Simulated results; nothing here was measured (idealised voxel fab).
process module | voxel transistor to metal
cross-section cut | 160 nm wide | cells 5 nm
A cross-section is a grid of square cells, given in bands from the top down. A band is one or more rows of cells.
Each band's line starts with the height of the band's top and of its bottom, in nm. Then come its materials from left to right, each with its width in nm. One material with "throughout" fills the band from edge to edge. "air" is empty space.
Height 0 is the level under which the wafer as received is all one material. The lowest band goes on downwards, as in "0 down".
A width such as "30 to 40" changes by the same amount from each row of cells to the next, from the band's top row to its bottom row.
"no change" after a step means that no cell of the cross-section changed.
closed voids: empty space of 8 cells or more with no open way to the top, each as width x height at its distance from the left edge, in nm
after a step's settings: what the simulator itself notes on the step
overlay nm, on a step with a mask: how far to the right of its planned place the mask lay; to the left if negative
Each pair below shows a cross-section before one step and the cross-section after it, down to the lowest band that changed. The line under each pair gives the step between them, with its settings. The pairs can come from different runs of this module on the same starting wafer, so a pair continues from the pair above only where its "before" says so.
before
  45 to 30: air 65 | aC 30 | air 65
  30 to 20: air 65 | SiCN 30 | air 65
  20 to 0: air 65 | polySi 30 | air 65
  0 to -5: SiO2 throughout
  -5 to -45: SiO2 35 | Si 90 | SiO2 35
  -45 down: Si throughout
  closed voids: none
after
  30 to 20: air 65 | SiCN 30 | air 65
  below 20: unchanged
  closed voids: none
the step between: op STRIP | etch materials aC
before: the cross-section after the pair above
after
  35 to 30: air 60 | SiO2 40 | air 60
  30 to 20: air 60 | SiO2 5 | SiCN 30 | SiO2 5 | air 60
  20 to 5: air 60 | SiO2 5 | polySi 30 | SiO2 5 | air 60
  5 to 0: SiO2 65 | polySi 30 | SiO2 65
  below 0: unchanged
  closed voids: none
the step between: op CONFORMAL_DEP | material SiO2 | thk nm 5
before: the cross-section after the pair above
after
  30 to 20: air 60 | SiO2 5 | SiCN 30 | SiO2 5 | air 60
  20 to 0: air 60 | SiO2 5 | polySi 30 | SiO2 5 | air 60
  below 0: unchanged
  closed voids: none
the step between: op DIRECTIONAL_ETCH | etch materials SiO2 | depth nm 5
before: the cross-section after the pair above
after
  40 to 30: air 50 | SiN 60 | air 50
  30 to 20: air 50 | SiN 10 | SiO2 5 | SiCN 30 | SiO2 5 | SiN 10 | air 50
  20 to 10: air 50 | SiN 10 | SiO2 5 | polySi 30 | SiO2 5 | SiN 10 | air 50
  10 to 0: SiN 60 | SiO2 5 | polySi 30 | SiO2 5 | SiN 60
  below 0: unchanged
  closed voids: none
the step between: op CONFORMAL_DEP | material SiN | thk nm 10
before: the cross-section after the pair above
after
  30 to 20: air 50 | SiN 10 | SiO2 5 | SiCN 30 | SiO2 5 | SiN 10 | air 50
  20 to 0: air 50 | SiN 10 | SiO2 5 | polySi 30 | SiO2 5 | SiN 10 | air 50
  below 0: unchanged
  closed voids: none
the step between: op DIRECTIONAL_ETCH | etch materials SiN | depth nm 10
before: the cross-section after the pair above
after
  30 to 25: air 50 | SiN 10 | air 5 | SiCN 30 | air 5 | SiN 10 | air 50
  25 to 20: air 50 | SiN 10 | SiO2 5 | SiCN 30 | SiO2 5 | SiN 10 | air 50
  20 to 0: air 50 | SiN 10 | SiO2 5 | polySi 30 | SiO2 5 | SiN 10 | air 50
  0 to -5: air 50 | SiO2 60 | air 50
  below -5: unchanged
  closed voids: none
the step between: op DIRECTIONAL_ETCH | etch materials SiO2 | depth nm 5
before: the cross-section after the pair above
after
  30 to 25: air 50 | SiN 10 | air 5 | SiCN 30 | air 5 | SiN 10 | air 50
  25 to 20: air 50 | SiN 10 | SiO2 5 | SiCN 30 | SiO2 5 | SiN 10 | air 50
  20 to 0: air 50 | SiN 10 | SiO2 5 | polySi 30 | SiO2 5 | SiN 10 | air 50
  0 to -5: air 50 | SiO2 60 | air 50
  -5 to -20: SiO2 35 | air 15 | Si 60 | air 15 | SiO2 35
  below -20: unchanged
  closed voids: none
the step between: op DIRECTIONAL_ETCH | etch materials Si | depth nm 15
before: the cross-section after the pair above
after
  30 to 25: air 50 | SiN 10 | air 5 | SiCN 30 | air 5 | SiN 10 | air 50
  25 to 20: air 50 | SiN 10 | SiO2 5 | SiCN 30 | SiO2 5 | SiN 10 | air 50
  20 to 15: air 50 | SiN 10 | SiO2 5 | polySi 30 | SiO2 5 | SiN 10 | air 50
  15 to 0: air 30 | SiGe 20 | SiN 10 | SiO2 5 | polySi 30 | SiO2 5 | SiN 10 | SiGe 20 | air 30
  0 to -5: air 30 | SiGe 20 | SiO2 60 | SiGe 20 | air 30
  -5 to -20: SiO2 35 | SiGe 15 | Si 60 | SiGe 15 | SiO2 35
  below -20: unchanged
  closed voids: none
the step between: op EPI | material SiGe | thk nm 20
before: the cross-section after the pair above
after
  35 to 30: SiO2 throughout
  30 to 20: SiO2 50 | SiN 10 | SiO2 5 | SiCN 30 | SiO2 5 | SiN 10 | SiO2 50
  20 to 15: SiO2 50 | SiN 10 | SiO2 5 | polySi 30 | SiO2 5 | SiN 10 | SiO2 50
  15 to 0: SiO2 30 | SiGe 20 | SiN 10 | SiO2 5 | polySi 30 | SiO2 5 | SiN 10 | SiGe 20 | SiO2 30
  0 to -5: SiO2 30 | SiGe 20 | SiO2 60 | SiGe 20 | SiO2 30
  below -5: unchanged
  closed voids: none
the step between: op FILL_DEP | material SiO2 | thk nm 5
before: the cross-section after the pair above
after
  20 to 15: SiO2 50 | SiN 10 | SiO2 5 | polySi 30 | SiO2 5 | SiN 10 | SiO2 50
  below 15: unchanged
  closed voids: none
the step between: op CMP | height nm 20
before: the cross-section after the pair above
after
  20 to 15: SiO2 50 | SiN 10 | SiO2 5 | air 30 | SiO2 5 | SiN 10 | SiO2 50
  15 to 0: SiO2 30 | SiGe 20 | SiN 10 | SiO2 5 | air 30 | SiO2 5 | SiN 10 | SiGe 20 | SiO2 30
  below 0: unchanged
  closed voids: none
the step between: op STRIP | etch materials polySi
before: the cross-section after the pair above
after
  20 to 15: air 50 | SiN 10 | air 40 | SiN 10 | air 50
  15 to 0: SiO2 30 | SiGe 20 | SiN 10 | air 40 | SiN 10 | SiGe 20 | SiO2 30
  0 to -5: SiO2 30 | SiGe 20 | SiO2 10 | air 40 | SiO2 10 | SiGe 20 | SiO2 30
  below -5: unchanged
  closed voids: none
the step between: op SELECTIVE_ETCH | etch materials SiO2 | depth nm 5
before: the cross-section after the pair above
after
  25 to 20: air 45 | HfO2 20 | air 30 | HfO2 20 | air 45
  20 to 15: HfO2 50 | SiN 10 | HfO2 5 | air 30 | HfO2 5 | SiN 10 | HfO2 50
  15 to 0: SiO2 30 | SiGe 20 | SiN 10 | HfO2 5 | air 30 | HfO2 5 | SiN 10 | SiGe 20 | SiO2 30
  0 to -5: SiO2 30 | SiGe 20 | SiO2 10 | HfO2 40 | SiO2 10 | SiGe 20 | SiO2 30
  below -5: unchanged
  closed voids: none
the step between: op CONFORMAL_DEP | material HfO2 | thk nm 5
before: the cross-section after the pair above
after
  30 to 25: air 40 | TiN 30 | air 20 | TiN 30 | air 40
  25 to 20: TiN 45 | HfO2 20 | TiN 5 | air 20 | TiN 5 | HfO2 20 | TiN 45
  20 to 15: HfO2 50 | SiN 10 | HfO2 5 | TiN 5 | air 20 | TiN 5 | HfO2 5 | SiN 10 | HfO2 50
  15 to 5: SiO2 30 | SiGe 20 | SiN 10 | HfO2 5 | TiN 5 | air 20 | TiN 5 | HfO2 5 | SiN 10 | SiGe 20 | SiO2 30
  5 to 0: SiO2 30 | SiGe 20 | SiN 10 | HfO2 5 | TiN 30 | HfO2 5 | SiN 10 | SiGe 20 | SiO2 30
  below 0: unchanged
  closed voids: none
the step between: op CONFORMAL_DEP | material TiN | thk nm 5
before: the cross-section after the pair above
after
  35 to 30: W throughout
  30 to 25: W 40 | TiN 30 | W 20 | TiN 30 | W 40
  25 to 20: TiN 45 | HfO2 20 | TiN 5 | W 20 | TiN 5 | HfO2 20 | TiN 45
  20 to 15: HfO2 50 | SiN 10 | HfO2 5 | TiN 5 | W 20 | TiN 5 | HfO2 5 | SiN 10 | HfO2 50
  15 to 5: SiO2 30 | SiGe 20 | SiN 10 | HfO2 5 | TiN 5 | W 20 | TiN 5 | HfO2 5 | SiN 10 | SiGe 20 | SiO2 30
  below 5: unchanged
  closed voids: none
the step between: op FILL_DEP | material W | thk nm 5
before: the cross-section after the pair above
after
  15 to 5: SiO2 30 | SiGe 20 | SiN 10 | HfO2 5 | TiN 5 | W 20 | TiN 5 | HfO2 5 | SiN 10 | SiGe 20 | SiO2 30
  below 5: unchanged
  closed voids: none
the step between: op CMP | height nm 15
before: the cross-section after the pair above
after
  30 to 15: SiO2 throughout
  below 15: unchanged
  closed voids: none
the step between: op DIRECTIONAL_DEP | material SiO2 | thk nm 15
before: the cross-section after the pair above
after
  30 to 15: SiO2 35 | air 15 | SiO2 60 | air 15 | SiO2 35
  below 15: unchanged
  closed voids: none
the step between: op MASKED_ETCH | tone open | mask id CONTACT | width nm 15 | pitch nm 75 | etch materials SiO2 | depth nm 15 | overlay nm 0
before: the cross-section after the pair above
after
  35 to 30: TiN 40 | air 5 | TiN 70 | air 5 | TiN 40
  30 to 20: SiO2 35 | TiN 5 | air 5 | TiN 5 | SiO2 60 | TiN 5 | air 5 | TiN 5 | SiO2 35
  20 to 15: SiO2 35 | TiN 15 | SiO2 60 | TiN 15 | SiO2 35
  below 15: unchanged
  closed voids: none
the step between: op CONFORMAL_DEP | material TiN | thk nm 5
before: the cross-section after the pair above
after
  45 to 35: Ru throughout
  35 to 30: TiN 40 | Ru 5 | TiN 70 | Ru 5 | TiN 40
  30 to 20: SiO2 35 | TiN 5 | Ru 5 | TiN 5 | SiO2 60 | TiN 5 | Ru 5 | TiN 5 | SiO2 35
  below 20: unchanged
  closed voids: none
the step between: op FILL_DEP | material Ru | thk nm 10
before: the cross-section after the pair above
after
  30 to 20: SiO2 35 | TiN 5 | Ru 5 | TiN 5 | SiO2 60 | TiN 5 | Ru 5 | TiN 5 | SiO2 35
  below 20: unchanged
  closed voids: none
the step between: op CMP | height nm 30
before: the cross-section after the pair above
after
  35 to 30: TiN throughout
  below 30: unchanged
  closed voids: none
the step between: op DIRECTIONAL_DEP | material TiN | thk nm 5
before: the cross-section after the pair above
after
  50 to 35: W throughout
  below 35: unchanged
  closed voids: none
the step between: op DIRECTIONAL_DEP | material W | thk nm 15
before: the cross-section after the pair above
after
  65 to 50: aC throughout
  below 50: unchanged
  closed voids: none
the step between: op DIRECTIONAL_DEP | material aC | thk nm 15
before: the cross-section after the pair above
after
  95 to 65: air 35 | resist 15 | air 60 | resist 15 | air 35
  below 65: unchanged
  closed voids: none
the step between: op PATTERN | tone cover | mask id METAL_1 | material resist | width nm 15 | pitch nm 75 | thk nm 30 | overlay nm 0
before: the cross-section after the pair above
after
  80 to 65: air 35 | resist 15 | air 60 | resist 15 | air 35
  65 to 50: air 35 | aC 15 | air 60 | aC 15 | air 35
  below 50: unchanged
  closed voids: none
the step between: op DIRECTIONAL_ETCH | etch materials aC | depth nm 15
before: the cross-section after the pair above
after
  65 to 50: air 35 | aC 15 | air 60 | aC 15 | air 35
  below 50: unchanged
  closed voids: none
the step between: op STRIP | etch materials resist
before: the cross-section after the pair above
after
  65 to 50: air 35 | aC 15 | air 60 | aC 15 | air 35
  50 to 35: air 35 | W 15 | air 60 | W 15 | air 35
  below 35: unchanged
  closed voids: none
the step between: op DIRECTIONAL_ETCH | etch materials W | depth nm 15
before: the cross-section after the pair above
after
  65 to 50: air 35 | aC 15 | air 60 | aC 15 | air 35
  50 to 35: air 35 | W 15 | air 60 | W 15 | air 35
  35 to 30: air 35 | TiN 15 | air 60 | TiN 15 | air 35
  below 30: unchanged
  closed voids: none
the step between: op DIRECTIONAL_ETCH | etch materials TiN | depth nm 5
before: the cross-section after the pair above
after
  50 to 35: air 35 | W 15 | air 60 | W 15 | air 35
  below 35: unchanged
  closed voids: none
the step between: op STRIP | etch materials aC
before: the cross-section after the pair above
after
  60 to 50: lowk throughout
  50 to 35: lowk 35 | W 15 | lowk 60 | W 15 | lowk 35
  35 to 30: lowk 35 | TiN 15 | lowk 60 | TiN 15 | lowk 35
  below 30: unchanged
  closed voids: none
the step between: op FILL_DEP | material lowk | thk nm 10
before: the cross-section after the pair above
after
  50 to 35: lowk 35 | W 15 | lowk 60 | W 15 | lowk 35
  below 35: unchanged
  closed voids: none
the step between: op CMP | height nm 50
before: the cross-section after the pair above
after
  55 to 50: SiN throughout
  below 50: unchanged
  closed voids: none
the step between: op CONFORMAL_DEP | material SiN | thk nm 5
before
  30 to 20: SiO2 35 | TiN 5 | Ru 5 | TiN 5 | SiO2 60 | TiN 5 | Ru 5 | TiN 5 | SiO2 35
  20 to 15: SiO2 35 | TiN 15 | SiO2 60 | TiN 15 | SiO2 35
  15 to 5: SiO2 30 | SiGe 20 | SiN 10 | HfO2 5 | TiN 5 | W 20 | TiN 5 | HfO2 5 | SiN 10 | SiGe 20 | SiO2 30
  5 to 0: SiO2 30 | SiGe 20 | SiN 10 | HfO2 5 | TiN 30 | HfO2 5 | SiN 10 | SiGe 20 | SiO2 30
  0 to -5: SiO2 30 | SiGe 20 | SiO2 10 | HfO2 40 | SiO2 10 | SiGe 20 | SiO2 30
  -5 to -20: SiO2 35 | SiGe 15 | Si 60 | SiGe 15 | SiO2 35
  -20 to -25: SiO2 35 | Si 90 | SiO2 35
  -25 down: Si throughout
  closed voids: none
after
  45 to 30: W throughout
  below 30: unchanged
  closed voids: none
the step between: op DIRECTIONAL_DEP | material W | thk nm 15
before: the cross-section after the pair above
after
  50 to 45: TiN throughout
  below 45: unchanged
  closed voids: none
the step between: op DIRECTIONAL_DEP | material TiN | thk nm 5
before: the cross-section after the pair above
after
  65 to 50: aC throughout
  below 50: unchanged
  closed voids: none
the step between: op DIRECTIONAL_DEP | material aC | thk nm 15
before: the cross-section after the pair above
after
  95 to 65: air 35 | resist 15 | air 60 | resist 15 | air 35
  below 65: unchanged
  closed voids: none
the step between: op PATTERN | tone cover | mask id METAL_1 | material resist | width nm 15 | pitch nm 75 | thk nm 30 | overlay nm 0
before: the cross-section after the pair above
after
  80 to 65: air 35 | resist 15 | air 60 | resist 15 | air 35
  65 to 50: air 35 | aC 15 | air 60 | aC 15 | air 35
  below 50: unchanged
  closed voids: none
the step between: op DIRECTIONAL_ETCH | etch materials aC | depth nm 15
before: the cross-section after the pair above
after
  65 to 50: air 35 | aC 15 | air 60 | aC 15 | air 35
  below 50: unchanged
  closed voids: none
the step between: op STRIP | etch materials resist
before: the cross-section after the pair above
after
  65 to 50: air 35 | aC 15 | air 60 | aC 15 | air 35
  50 to 45: air 35 | TiN 15 | air 60 | TiN 15 | air 35
  below 45: unchanged
  closed voids: none
the step between: op DIRECTIONAL_ETCH | etch materials TiN | depth nm 5
before: the cross-section after the pair above
after
  50 to 45: air 35 | TiN 15 | air 60 | TiN 15 | air 35
  below 45: unchanged
  closed voids: none
the step between: op STRIP | etch materials aC
before: the cross-section after the pair above
after
  60 to 50: lowk throughout
  50 to 45: lowk 35 | TiN 15 | lowk 60 | TiN 15 | lowk 35
  below 45: unchanged
  closed voids: none
the step between: op FILL_DEP | material lowk | thk nm 10
before: the cross-section after the pair above
after
  50 to 45: lowk 35 | TiN 15 | lowk 60 | TiN 15 | lowk 35
  below 45: unchanged
  closed voids: none
the step between: op CMP | height nm 50
before: the cross-section after the pair above
after
  55 to 50: SiN throughout
  below 50: unchanged
  closed voids: none
the step between: op CONFORMAL_DEP | material SiN | thk nm 5
before
  0 to -5: SiO2 throughout
  -5 to -25: SiO2 35 | Si 90 | SiO2 35
  -25 down: Si throughout
  closed voids: none
after
  10 to 0: polySi throughout
  below 0: unchanged
  closed voids: none
the step between: op DIRECTIONAL_DEP | material polySi | thk nm 10
before: the cross-section after the pair above
after
  20 to 10: SiCN throughout
  below 10: unchanged
  closed voids: none
the step between: op DIRECTIONAL_DEP | material SiCN | thk nm 10
before: the cross-section after the pair above
after
  35 to 20: aC throughout
  below 20: unchanged
  closed voids: none
the step between: op DIRECTIONAL_DEP | material aC | thk nm 15
before: the cross-section after the pair above
after
  65 to 35: air 65 | resist 30 | air 65
  below 35: unchanged
  closed voids: none
the step between: op PATTERN | tone cover | mask id GATE | material resist | width nm 30 | thk nm 30 | overlay nm 0
before: the cross-section after the pair above
after
  50 to 35: air 65 | resist 30 | air 65
  35 to 20: air 65 | aC 30 | air 65
  below 20: unchanged
  closed voids: none
the step between: op DIRECTIONAL_ETCH | etch materials aC | depth nm 15
before: the cross-section after the pair above
after
  35 to 20: air 65 | aC 30 | air 65
  below 20: unchanged
  closed voids: none
the step between: op STRIP | etch materials resist
before: the cross-section after the pair above
after
  35 to 20: air 65 | aC 30 | air 65
  20 to 10: air 65 | SiCN 30 | air 65
  below 10: unchanged
  closed voids: none
the step between: op DIRECTIONAL_ETCH | etch materials SiCN | depth nm 20
before: the cross-section after the pair above
after
  35 to 20: air 65 | aC 30 | air 65
  20 to 10: air 65 | SiCN 30 | air 65
  10 to 0: air 65 | polySi 30 | air 65
  below 0: unchanged
  closed voids: none
the step between: op DIRECTIONAL_ETCH | etch materials polySi | depth nm 30
before: the cross-section after the pair above
after
  20 to 10: air 65 | SiCN 30 | air 65
  below 10: unchanged
  closed voids: none
the step between: op STRIP | etch materials aC
before: the cross-section after the pair above
after
  25 to 20: air 60 | SiO2 40 | air 60
  20 to 10: air 60 | SiO2 5 | SiCN 30 | SiO2 5 | air 60
  10 to 5: air 60 | SiO2 5 | polySi 30 | SiO2 5 | air 60
  5 to 0: SiO2 65 | polySi 30 | SiO2 65
  below 0: unchanged
  closed voids: none
the step between: op CONFORMAL_DEP | material SiO2 | thk nm 5
before: the cross-section after the pair above
after
  20 to 10: air 60 | SiO2 5 | SiCN 30 | SiO2 5 | air 60
  10 to 0: air 60 | SiO2 5 | polySi 30 | SiO2 5 | air 60
  below 0: unchanged
  closed voids: none
the step between: op DIRECTIONAL_ETCH | etch materials SiO2 | depth nm 5
before: the cross-section after the pair above
after
  30 to 20: air 50 | SiN 60 | air 50
  20 to 10: air 50 | SiN 10 | SiO2 5 | SiCN 30 | SiO2 5 | SiN 10 | air 50
  10 to 0: SiN 60 | SiO2 5 | polySi 30 | SiO2 5 | SiN 60
  below 0: unchanged
  closed voids: none
the step between: op CONFORMAL_DEP | material SiN | thk nm 10
before: the cross-section after the pair above
after
  20 to 10: air 50 | SiN 10 | SiO2 5 | SiCN 30 | SiO2 5 | SiN 10 | air 50
  10 to 0: air 50 | SiN 10 | SiO2 5 | polySi 30 | SiO2 5 | SiN 10 | air 50
  below 0: unchanged
  closed voids: none
the step between: op DIRECTIONAL_ETCH | etch materials SiN | depth nm 10
before: the cross-section after the pair above
after
  20 to 15: air 50 | SiN 10 | air 5 | SiCN 30 | air 5 | SiN 10 | air 50
  15 to 10: air 50 | SiN 10 | SiO2 5 | SiCN 30 | SiO2 5 | SiN 10 | air 50
  10 to 0: air 50 | SiN 10 | SiO2 5 | polySi 30 | SiO2 5 | SiN 10 | air 50
  0 to -5: air 50 | SiO2 60 | air 50
  below -5: unchanged
  closed voids: none
the step between: op DIRECTIONAL_ETCH | etch materials SiO2 | depth nm 5
before: the cross-section after the pair above
after
  20 to 15: air 50 | SiN 10 | air 5 | SiCN 30 | air 5 | SiN 10 | air 50
  15 to 10: air 50 | SiN 10 | SiO2 5 | SiCN 30 | SiO2 5 | SiN 10 | air 50
  10 to 0: air 50 | SiN 10 | SiO2 5 | polySi 30 | SiO2 5 | SiN 10 | air 50
  0 to -5: air 50 | SiO2 60 | air 50
  -5 to -20: SiO2 35 | air 15 | Si 60 | air 15 | SiO2 35
  below -20: unchanged
  closed voids: none
the step between: op DIRECTIONAL_ETCH | etch materials Si | depth nm 15
before: the cross-section after the pair above
after
  20 to 15: air 50 | SiN 10 | air 5 | SiCN 30 | air 5 | SiN 10 | air 50
  15 to 10: air 30 | SiGe 20 | SiN 10 | SiO2 5 | SiCN 30 | SiO2 5 | SiN 10 | SiGe 20 | air 30
  10 to 0: air 30 | SiGe 20 | SiN 10 | SiO2 5 | polySi 30 | SiO2 5 | SiN 10 | SiGe 20 | air 30
  0 to -5: air 30 | SiGe 20 | SiO2 60 | SiGe 20 | air 30
  -5 to -20: SiO2 35 | SiGe 15 | Si 60 | SiGe 15 | SiO2 35
  below -20: unchanged
  closed voids: none
the step between: op EPI | material SiGe | thk nm 20
before: the cross-section after the pair above
after
  25 to 20: SiO2 throughout
  20 to 15: SiO2 50 | SiN 10 | SiO2 5 | SiCN 30 | SiO2 5 | SiN 10 | SiO2 50
  15 to 10: SiO2 30 | SiGe 20 | SiN 10 | SiO2 5 | SiCN 30 | SiO2 5 | SiN 10 | SiGe 20 | SiO2 30
  10 to 0: SiO2 30 | SiGe 20 | SiN 10 | SiO2 5 | polySi 30 | SiO2 5 | SiN 10 | SiGe 20 | SiO2 30
  0 to -5: SiO2 30 | SiGe 20 | SiO2 60 | SiGe 20 | SiO2 30
  below -5: unchanged
  closed voids: none
the step between: op FILL_DEP | material SiO2 | thk nm 5
before: the cross-section after the pair above
after
  20 to 15: SiO2 50 | SiN 10 | SiO2 5 | SiCN 30 | SiO2 5 | SiN 10 | SiO2 50
  below 15: unchanged
  closed voids: none
the step between: op CMP | height nm 20
before: the cross-section after the pair above
after
  20 to 15: air 50 | SiN 10 | air 5 | SiCN 30 | air 5 | SiN 10 | air 50
  below 15: unchanged
  closed voids: none
the step between: op SELECTIVE_ETCH | etch materials SiO2 | depth nm 5
before: the cross-section after the pair above
after
  25 to 20: air 45 | HfO2 70 | air 45
  20 to 15: HfO2 50 | SiN 10 | HfO2 5 | SiCN 30 | HfO2 5 | SiN 10 | HfO2 50
  below 15: unchanged
  closed voids: none
the step between: op CONFORMAL_DEP | material HfO2 | thk nm 5
before: the cross-section after the pair above
after
  30 to 25: air 40 | TiN 80 | air 40
  25 to 20: TiN 45 | HfO2 70 | TiN 45
  below 20: unchanged
  closed voids: none
the step between: op CONFORMAL_DEP | material TiN | thk nm 5
before: the cross-section after the pair above
after
  35 to 30: W throughout
  30 to 25: W 40 | TiN 80 | W 40
  below 25: unchanged
  closed voids: none
the step between: op FILL_DEP | material W | thk nm 5
before: the cross-section after the pair above
after
  15 to 10: SiO2 30 | SiGe 20 | SiN 10 | SiO2 5 | SiCN 30 | SiO2 5 | SiN 10 | SiGe 20 | SiO2 30
  below 10: unchanged
  closed voids: none
the step between: op CMP | height nm 15
before: the cross-section after the pair above
after
  30 to 15: SiO2 throughout
  below 15: unchanged
  closed voids: none
the step between: op DIRECTIONAL_DEP | material SiO2 | thk nm 15
before: the cross-section after the pair above
after
  30 to 15: SiO2 35 | air 15 | SiO2 60 | air 15 | SiO2 35
  below 15: unchanged
  closed voids: none
the step between: op MASKED_ETCH | tone open | mask id CONTACT | width nm 15 | pitch nm 75 | etch materials SiO2 | depth nm 15 | overlay nm 0
before: the cross-section after the pair above
after
  35 to 30: TiN 40 | air 5 | TiN 70 | air 5 | TiN 40
  30 to 20: SiO2 35 | TiN 5 | air 5 | TiN 5 | SiO2 60 | TiN 5 | air 5 | TiN 5 | SiO2 35
  20 to 15: SiO2 35 | TiN 15 | SiO2 60 | TiN 15 | SiO2 35
  below 15: unchanged
  closed voids: none
the step between: op CONFORMAL_DEP | material TiN | thk nm 5
before: the cross-section after the pair above
after
  45 to 35: Ru throughout
  35 to 30: TiN 40 | Ru 5 | TiN 70 | Ru 5 | TiN 40
  30 to 20: SiO2 35 | TiN 5 | Ru 5 | TiN 5 | SiO2 60 | TiN 5 | Ru 5 | TiN 5 | SiO2 35
  below 20: unchanged
  closed voids: none
the step between: op FILL_DEP | material Ru | thk nm 10
before: the cross-section after the pair above
after
  30 to 20: SiO2 35 | TiN 5 | Ru 5 | TiN 5 | SiO2 60 | TiN 5 | Ru 5 | TiN 5 | SiO2 35
  below 20: unchanged
  closed voids: none
the step between: op CMP | height nm 30
before: the cross-section after the pair above
after
  35 to 30: TiN throughout
  below 30: unchanged
  closed voids: none
the step between: op DIRECTIONAL_DEP | material TiN | thk nm 5
before: the cross-section after the pair above
after
  50 to 35: W throughout
  below 35: unchanged
  closed voids: none
the step between: op DIRECTIONAL_DEP | material W | thk nm 15
before: the cross-section after the pair above
after
  65 to 50: aC throughout
  below 50: unchanged
  closed voids: none
the step between: op DIRECTIONAL_DEP | material aC | thk nm 15
before: the cross-section after the pair above
after
  95 to 65: air 35 | resist 15 | air 60 | resist 15 | air 35
  below 65: unchanged
  closed voids: none
the step between: op PATTERN | tone cover | mask id METAL_1 | material resist | width nm 15 | pitch nm 75 | thk nm 30 | overlay nm 0
before: the cross-section after the pair above
after
  80 to 65: air 35 | resist 15 | air 60 | resist 15 | air 35
  65 to 50: air 35 | aC 15 | air 60 | aC 15 | air 35
  below 50: unchanged
  closed voids: none
the step between: op DIRECTIONAL_ETCH | etch materials aC | depth nm 15
before: the cross-section after the pair above
after
  65 to 50: air 35 | aC 15 | air 60 | aC 15 | air 35
  below 50: unchanged
  closed voids: none
the step between: op STRIP | etch materials resist
before: the cross-section after the pair above
after
  65 to 50: air 35 | aC 15 | air 60 | aC 15 | air 35
  50 to 35: air 35 | W 15 | air 60 | W 15 | air 35
  below 35: unchanged
  closed voids: none
the step between: op DIRECTIONAL_ETCH | etch materials W | depth nm 15
before: the cross-section after the pair above
after
  65 to 50: air 35 | aC 15 | air 60 | aC 15 | air 35
  50 to 35: air 35 | W 15 | air 60 | W 15 | air 35
  35 to 30: air 35 | TiN 15 | air 60 | TiN 15 | air 35
  below 30: unchanged
  closed voids: none
the step between: op DIRECTIONAL_ETCH | etch materials TiN | depth nm 5
before: the cross-section after the pair above
after
  50 to 35: air 35 | W 15 | air 60 | W 15 | air 35
  below 35: unchanged
  closed voids: none
the step between: op STRIP | etch materials aC
before: the cross-section after the pair above
after
  60 to 50: lowk throughout
  50 to 35: lowk 35 | W 15 | lowk 60 | W 15 | lowk 35
  35 to 30: lowk 35 | TiN 15 | lowk 60 | TiN 15 | lowk 35
  below 30: unchanged
  closed voids: none
the step between: op FILL_DEP | material lowk | thk nm 10
before: the cross-section after the pair above
after
  50 to 35: lowk 35 | W 15 | lowk 60 | W 15 | lowk 35
  below 35: unchanged
  closed voids: none
the step between: op CMP | height nm 50
before: the cross-section after the pair above
after
  55 to 50: SiN throughout
  below 50: unchanged
  closed voids: none
the step between: op CONFORMAL_DEP | material SiN | thk nm 5
before
  65 to 50: aC throughout
  50 to 35: W throughout
  35 to 30: TiN throughout
  30 to 20: SiO2 35 | TiN 5 | Ru 5 | TiN 5 | SiO2 60 | TiN 5 | Ru 5 | TiN 5 | SiO2 35
  20 to 15: SiO2 35 | TiN 15 | SiO2 60 | TiN 15 | SiO2 35
  15 to 5: SiO2 30 | SiGe 20 | SiN 10 | HfO2 5 | TiN 5 | W 20 | TiN 5 | HfO2 5 | SiN 10 | SiGe 20 | SiO2 30
  5 to 0: SiO2 30 | SiGe 20 | SiN 10 | HfO2 5 | TiN 30 | HfO2 5 | SiN 10 | SiGe 20 | SiO2 30
  0 to -5: SiO2 30 | SiGe 20 | SiO2 10 | HfO2 40 | SiO2 10 | SiGe 20 | SiO2 30
  -5 to -20: SiO2 35 | SiGe 15 | Si 60 | SiGe 15 | SiO2 35
  -20 to -25: SiO2 35 | Si 90 | SiO2 35
  -25 down: Si throughout
  closed voids: none
after
  95 to 65: air 35 | resist 20 | air 55 | resist 20 | air 30
  below 65: unchanged
  closed voids: none
the step between: op PATTERN | tone cover | mask id METAL_1 | material resist | width nm 20 | pitch nm 75 | thk nm 30 | overlay nm 0
before: the cross-section after the pair above
after
  80 to 65: air 35 | resist 20 | air 55 | resist 20 | air 30
  65 to 50: air 35 | aC 20 | air 55 | aC 20 | air 30
  below 50: unchanged
  closed voids: none
the step between: op DIRECTIONAL_ETCH | etch materials aC | depth nm 15
before: the cross-section after the pair above
after
  65 to 50: air 35 | aC 20 | air 55 | aC 20 | air 30
  below 50: unchanged
  closed voids: none
the step between: op STRIP | etch materials resist
before: the cross-section after the pair above
after
  65 to 50: air 35 | aC 20 | air 55 | aC 20 | air 30
  50 to 35: air 35 | W 20 | air 55 | W 20 | air 30
  below 35: unchanged
  closed voids: none
the step between: op DIRECTIONAL_ETCH | etch materials W | depth nm 15
before: the cross-section after the pair above
after
  65 to 50: air 35 | aC 20 | air 55 | aC 20 | air 30
  50 to 35: air 35 | W 20 | air 55 | W 20 | air 30
  35 to 30: air 35 | TiN 20 | air 55 | TiN 20 | air 30
  below 30: unchanged
  closed voids: none
the step between: op DIRECTIONAL_ETCH | etch materials TiN | depth nm 5
before: the cross-section after the pair above
after
  50 to 35: air 35 | W 20 | air 55 | W 20 | air 30
  below 35: unchanged
  closed voids: none
the step between: op STRIP | etch materials aC
before: the cross-section after the pair above
after
  60 to 50: lowk throughout
  50 to 35: lowk 35 | W 20 | lowk 55 | W 20 | lowk 30
  35 to 30: lowk 35 | TiN 20 | lowk 55 | TiN 20 | lowk 30
  below 30: unchanged
  closed voids: none
the step between: op FILL_DEP | material lowk | thk nm 10
before: the cross-section after the pair above
after
  50 to 35: lowk 35 | W 20 | lowk 55 | W 20 | lowk 30
  below 35: unchanged
  closed voids: none
the step between: op CMP | height nm 50
before: the cross-section after the pair above
after
  55 to 50: SiN throughout
  below 50: unchanged
  closed voids: none
the step between: op CONFORMAL_DEP | material SiN | thk nm 5
before
  45 to 30: aC throughout
  30 to 20: SiCN throughout
  20 to 0: polySi throughout
  0 to -5: SiO2 throughout
  -5 to -25: SiO2 35 | Si 90 | SiO2 35
  -25 down: Si throughout
  closed voids: none
after
  75 to 45: air 60 | resist 30 | air 70
  below 45: unchanged
  closed voids: none
the step between: op PATTERN | tone cover | mask id GATE | material resist | width nm 30 | thk nm 30 | overlay nm -5
before: the cross-section after the pair above
after
  60 to 45: air 60 | resist 30 | air 70
  45 to 30: air 60 | aC 30 | air 70
  below 30: unchanged
  closed voids: none
the step between: op DIRECTIONAL_ETCH | etch materials aC | depth nm 15
before: the cross-section after the pair above
after
  45 to 30: air 60 | aC 30 | air 70
  below 30: unchanged
  closed voids: none
the step between: op STRIP | etch materials resist
before: the cross-section after the pair above
after
  45 to 30: air 60 | aC 30 | air 70
  30 to 20: air 60 | SiCN 30 | air 70
  below 20: unchanged
  closed voids: none
the step between: op DIRECTIONAL_ETCH | etch materials SiCN | depth nm 20
